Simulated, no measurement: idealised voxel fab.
process module | voxel quadruple lines
Cross-section cut spans 290 nm and uses square cells 5 nm in size.
Cross-sections here: square-cell grids, written as top-down lists of bands, a band being one or more rows of cells. Heads up on the band format: heights come first, top then bottom, in nm. After that it's the materials left to right, each with its width in nm. A single material flagged "all across" fills the whole band edge to edge, and "air" means there's empty space there. We count height from 0. Below that, the starting wafer is all one material. The lowest band never ends at the bottom but goes on down; see "0 down" for how that is written. Per-row width for "30 to 40": begins at first number (top row of band), ends at second number (bottom row), increment between rows held constant. A step reported as "identical to before" is a step in which no cell of the cross-section changed. So "Entrapped voids" is basically the list of trapped voids: any empty space of 8 cells or more that can't reach the top through an opening. They're written width x height at distance, the distance being from the left edge, and it's all nm. What comes after the settings on a step's line is commentary from the simulator itself on that step. overlay nm: mask offset rightward from planned place, masked step; negative means leftward offset.

# So here's the lineup of process steps we planned
1 op RECEIVE | material Si
2 op CONFORMAL_DEP | material Al2O3 | thk nm 10
3 op DIRECTIONAL_DEP | material Ru | thk nm 10
4 op DIRECTIONAL_DEP | material polySi | thk nm 20
5 op DIRECTIONAL_DEP | material aC | thk nm 20
6 op PATTERN | tone cover | mask id MANDREL | material resist | width nm 15 | thk nm 25 | overlay nm 0
7 op DIRECTIONAL_ETCH | etch materials aC | depth nm 20
8 op STRIP | etch materials resist
9 op CONFORMAL_DEP | material SiO2 | thk nm 15
10 op DIRECTIONAL_ETCH | etch materials SiO2 | depth nm 15
11 op STRIP | etch materials aC
12 op DIRECTIONAL_ETCH | etch materials polySi | depth nm 20
13 op STRIP | etch materials SiO2
14 op CONFORMAL_DEP | material SiN | thk nm 5
15 op DIRECTIONAL_ETCH | etch materials SiN | depth nm 5
16 op STRIP | etch materials polySi
17 op DIRECTIONAL_ETCH | etch materials Ru | depth nm 10
18 op STRIP | etch materials SiN
The width nm used in step 6 is not the same on every wafer, whereas the starting condition is; the value printed in the plan is the first wafer's.

# This is how the first of several wafers looked in cross-section when it arrived, which is after step 1
> 0 down = Si all across
> Entrapped voids: none

# End of module: cross-section of the first of several wafers after step 18, the last step
> 20 to 10 = air: 115, then Ru: 5, then air: 15, then Ru: 5, then air: 5, then Ru: 5, then air: 15, then Ru: 5, then air: 120
> 10 to 0 = Al2O3 all across
> 0 down = Si all across
> Entrapped voids: none

# The final wafer, sectioned at module end
> 20 to 10 = air: 105, then Ru: 5, then air: 15, then Ru: 5, then air: 30, then Ru: 5, then air: 15, then Ru: 5, then air: 105
> 10 to 0 = Al2O3 all across
> 0 down = Si all across
> Entrapped voids: none

# Below is a per-wafer table. In it, each row describes the wafer at the end of the module by giving, for each material, the number of cells gained (+) or lost (-) since the wafer was received, and after that the closed voids of the wafer
width nm 15 | +116 Al2O3 | +8 Ru | Entrapped voids: none
width nm 20 | +116 Al2O3 | +8 Ru | Entrapped voids: none
width nm 25 | +116 Al2O3 | +8 Ru | Entrapped voids: none
width nm 30 | +116 Al2O3 | +8 Ru | Entrapped voids: none
width nm 35 | +116 Al2O3 | +8 Ru | Entrapped voids: none
width nm 40 | +116 Al2O3 | +8 Ru | Entrapped voids: none
